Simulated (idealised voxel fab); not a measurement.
The document below concerns the process module designated voxel released beams.
In the cross-section labelled cut, the width is 295 nm and each square cell is 5 nm.
A cross-section in this document is a grid of square cells, and it is written down as bands, the top band listed before the ones below it; a band is made up of one or more rows of cells. This entry defines a band. It first specifies the height of the band's top and the height of its bottom in nm, and then specifies the band's materials from left to right, stating each material with its width in nm. The word "full width" identifies a single material that fills the band from edge to edge, while the word "air" identifies empty space. It should be noted that heights are counted from 0, beneath which the wafer as supplied is of one material throughout, and that the lowest band possesses no lower boundary but continues downward, as written in "0 down". Graded width ("30->40"): value in top row of band = first number; value in bottom row = second number; row-to-row change constant. Key: "identical to before" - step with no changed cell in the cross-section. What "Closed void roster" gives you is every empty space of 8 cells or more that is cut off from the top. Each appears as width x height at distance, with the distance taken from the left edge and width, height and distance all in nm. Step line, after settings: the simulator's comment on this step. Each step line may optionally specify "overlay nm", which for a step with a mask gives the rightward distance between the mask's planned place and where it lay, a negative value indicating the leftward direction.
# So here's the lineup of process steps we planned
step 1: RECEIVE [material Si]
step 2: CONFORMAL_DEP [material Al2O3] [thk nm 5]
step 3: DIRECTIONAL_DEP [material SiO2] [thk nm 20]
step 4: MASKED_ETCH [tone open] [mask id ANCHOR] [width nm 35] [etch materials SiO2] [depth nm 20] [overlay nm 0]
step 5: CONFORMAL_DEP [material SiN] [thk nm 10]
step 6: DIRECTIONAL_DEP [material aC] [thk nm 15]
step 7: PATTERN [tone cover] [mask id BEAM] [material resist] [width nm 110] [thk nm 30] [overlay nm 0]
step 8: DIRECTIONAL_ETCH [etch materials aC] [depth nm 15]
step 9: STRIP [etch materials resist]
step 10: DIRECTIONAL_ETCH [etch materials SiN] [depth nm 10]
step 11: STRIP [etch materials aC]
step 12: STRIP [etch materials SiO2]
# Wafer, first of two, run as planned
# Step 1 complete: cross-section of the wafer as received
0 down: Si full width
Closed void roster: none
# How the wafer stands in section after step 2
5 to 0: Al2O3 full width
Under the height 0 nothing was changed.
# How the wafer stands in section after step 3
25 to 5: SiO2 full width
Under the height 5 nothing was changed.
# How the wafer stands in section after step 4
25 to 5: 95 SiO2  35 air  165 SiO2
Under the height 5 nothing was changed.
# How the wafer stands in section after step 5
35 to 25: 105 SiN  15 air  175 SiN
25 to 15: 95 SiO2  10 SiN  15 air  10 SiN  165 SiO2
15 to 5: 95 SiO2  35 SiN  165 SiO2
Under the height 5 nothing was changed.
# How the wafer stands in section after step 6
50 to 35: 105 aC  15 air  175 aC
35 to 30: 105 SiN  15 air  175 SiN
30 to 25: 105 SiN  15 aC  175 SiN
25 to 15: 95 SiO2  10 SiN  15 aC  10 SiN  165 SiO2
Under the height 15 nothing was changed.
# How the wafer stands in section after step 7
80 to 50: 90 air  110 resist  95 air
50 to 35: 105 aC  15 resist  175 aC
35 to 30: 105 SiN  15 resist  175 SiN
Under the height 30 nothing was changed.
# How the wafer stands in section after step 8
65 to 50: 90 air  110 resist  95 air
50 to 35: 90 air  15 aC  15 resist  80 aC  95 air
Under the height 35 nothing was changed.
# How the wafer stands in section after step 9
50 to 35: 90 air  15 aC  15 air  80 aC  95 air
35 to 30: 105 SiN  15 air  175 SiN
Under the height 30 nothing was changed.
# How the wafer stands in section after step 10
50 to 35: 90 air  15 aC  15 air  80 aC  95 air
35 to 30: 90 air  15 SiN  15 air  80 SiN  95 air
30 to 25: 90 air  15 SiN  15 aC  80 SiN  95 air
Under the height 25 nothing was changed.
# How the wafer stands in section after step 11
35 to 25: 90 air  15 SiN  15 air  80 SiN  95 air
25 to 15: 95 SiO2  10 SiN  15 air  10 SiN  165 SiO2
Under the height 15 nothing was changed.
# How the wafer stands in section after step 12
35 to 25: 90 air  15 SiN  15 air  80 SiN  95 air
25 to 15: 95 air  10 SiN  15 air  10 SiN  165 air
15 to 5: 95 air  35 SiN  165 air
Under the height 5 nothing was changed.
# second wafer: like start, like plan, one mistake. Through step 6 it matches the first wafer
# Look at the second wafer in cross-section at the time step 7 ought to have finished
80 to 50: 95 air  105 resist  95 air
50 to 35: 105 aC  15 resist  175 aC
35 to 30: 105 SiN  15 resist  175 SiN
Under the height 30 nothing was changed.
# Look at the second wafer in cross-section at the time step 8 ought to have finished
65 to 50: 95 air  105 resist  95 air
50 to 35: 95 air  10 aC  15 resist  80 aC  95 air
Under the height 35 nothing was changed.
# Look at the second wafer in cross-section at the time step 9 ought to have finished
50 to 35: 95 air  10 aC  15 air  80 aC  95 air
35 to 30: 105 SiN  15 air  175 SiN
Under the height 30 nothing was changed.
# Look at the second wafer in cross-section at the time step 10 ought to have finished
50 to 35: 95 air  10 aC  15 air  80 aC  95 air
35 to 30: 95 air  10 SiN  15 air  80 SiN  95 air
30 to 25: 95 air  10 SiN  15 aC  80 SiN  95 air
Under the height 25 nothing was changed.
# Look at the second wafer in cross-section at the time step 11 ought to have finished
35 to 25: 95 air  10 SiN  15 air  80 SiN  95 air
25 to 15: 95 SiO2  10 SiN  15 air  10 SiN  165 SiO2
Under the height 15 nothing was changed.
# Look at the second wafer in cross-section at the time step 12 ought to have finished
35 to 25: 95 air  10 SiN  15 air  80 SiN  95 air
25 to 15: 95 air  10 SiN  15 air  10 SiN  165 air
15 to 5: 95 air  35 SiN  165 air
Under the height 5 nothing was changed.
Want to know what went wrong? step 7 did not happen as planned, as run it was PATTERN [tone cover] [mask id BEAM] [material resist] [width nm 105] [thk nm 30] [overlay nm 0]
FYI, end of process, the second wafer has more or fewer cells of some materials than the first: SiN: 2 fewer
